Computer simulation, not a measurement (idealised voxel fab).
Proc. module: voxel spacer lines
Square cell edge 5 nm, section width 195 nm, ID cut.
Cross-section format: a grid of square cells, given as bands from top to bottom; each band is one or more rows of cells.
The band entry comprises the height of the band's top followed by the height of its bottom, expressed in nm, and subsequently the band's materials from left to right, each stated together with its width in nm. Where a single material is marked with the word "all across", that material fills the band from edge to edge. The word "blank" represents empty space.
A quick word on heights: they are counted from 0, and under that level the wafer as it came to us is one material throughout. The lowest band is different from the rest in having no bottom; it simply continues downward, written as in "0 nm and below".
A width given as "30 to 40" starts at the first number in the band's top row and ends at the second number in its bottom row, shifting by an equal amount at every step from row to row.
"no change", as given for a step, is the statement that not any cell of the cross-section underwent a change during that step.
If an empty space has no open way to the top and is at least 8 cells in size, "Closed voids list" lists it, written width x height at distance, where distance is measured from the left edge and every value is in nm.
On a step's line, text after the settings is the simulator commenting on that step.
overlay nm: how far to the right of its planned place the mask lay on this masked step (negative: to the left).
### Here's what the planned process steps look like
1,op RECEIVE | material Si
2,op CONFORMAL_DEP | material Al2O3 | thk nm 10
3,op DIRECTIONAL_DEP | material polySi | thk nm 10
4,op DIRECTIONAL_DEP | material aC | thk nm 25
5,op PATTERN | tone cover | mask id MANDREL | material resist | width nm 15 | pitch nm 50 | thk nm 35 | overlay nm 0
6,op DIRECTIONAL_ETCH | etch materials aC | depth nm 25
7,op STRIP | etch materials resist
8,op CONFORMAL_DEP | material SiO2 | thk nm 10
9,op DIRECTIONAL_ETCH | etch materials SiO2 | depth nm 10
10,op STRIP | etch materials aC
11,op DIRECTIONAL_ETCH | etch materials polySi | depth nm 10
12,op STRIP | etch materials SiO2
### Received-state cross-section, reflecting completion of step 1
	0 nm and below: Si all across
	Closed voids list: none
### Module complete, cross-section. Starting point and plan per above. One mistake made in running the module
	20 nm to 10 nm: blank 40 nm / polySi 10 nm / blank 15 nm / polySi 10 nm / blank 15 nm / polySi 10 nm / blank 15 nm / polySi 10 nm / blank 15 nm / polySi 10 nm / blank 15 nm / polySi 10 nm / blank 20 nm
	10 nm to 0 nm: Al2O3 all across
	0 nm and below: Si all across
	Closed voids list: none
what went wrong: step 5 off recipe, ran as op PATTERN | tone cover | mask id MANDREL | material resist | width nm 15 | pitch nm 50 | thk nm 35 | overlay nm 10
